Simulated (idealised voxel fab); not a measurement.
Process module under the name voxel local oxidation
The cross-section shown here is cut; it is 245 nm wide and divided into square cells measuring 5 nm on a side.
Cross-section = grid of square cells, listed top down in bands; band = one or more rows. What a band's entry tells you: where the top is and where the bottom is, as heights in nm, and after that what lies inside, material by material from left to right, each with its width in nm. Empty space is written as the word "blank", and a single material marked with the word "everywhere" occupies the band from edge to edge. All heights in this document are referenced to 0, defined as the level beneath which the wafer, as received, consists entirely of one material. The lowest band is not bounded below; it extends indefinitely downward and is written in the form "0 -> down". Quick explanation for "30->40": the width changes in equal steps down the rows of cells, from the first number in the band's top row to the second number in its bottom row. "nothing was modified", as given for a step, is the statement that not any cell of the cross-section underwent a change during that step. Closed empty spaces (no open way to the top) of 8 cells or more are what "Voids, enclosed" lists, each as width x height at distance from the left edge, nm for all three. On each step's line, the part that comes after the settings is the simulator's own comment on the step. overlay nm: for a step with a mask, the amount by which the mask lay right of where it was planned; a negative amount means left of it.
[Steps planned for the process]
1. RECEIVE (material Si)
2. OXIDIZE (depth nm 5)
3. CONFORMAL_DEP (material SiN; thk nm 15)
4. MASKED_ETCH (tone cover; mask id ACTIVE; width nm 125; etch materials SiN; depth nm 15; overlay nm 0)
5. SELECTIVE_ETCH (etch materials SiO2; depth nm 5)
6. OXIDIZE (depth nm 10)
7. STRIP (etch materials SiN)
[So this is the incoming wafer in cross-section - it's already been through step 1]
  0 -> down  Si everywhere
  Voids, enclosed: none
[As-planned run: cross-section of the first of two wafers at end of module]
  0 -> -5  65 blank, 115 SiO2, 65 blank
  -5 -> -15  75 SiO2, 95 Si, 75 SiO2
  -15 -> down  Si everywhere
  Voids, enclosed: none
[Cross-sectional view: second of two wafers, end of module; start and plan identical to the first, one mistake in running]
  15 -> 0  60 blank, 125 SiN, 60 blank
  0 -> -5  65 blank, 115 SiO2, 65 blank
  -5 -> -15  75 SiO2, 95 Si, 75 SiO2
  -15 -> down  Si everywhere
  Voids, enclosed: none
In executing the process, a mistake was made relative to the plan: it should be noted that step 7 of the plan was omitted and was not performed
It is noted that, at the conclusion of processing, the second wafer exhibits a higher or lower cell count for certain materials relative to the first: +75 SiN
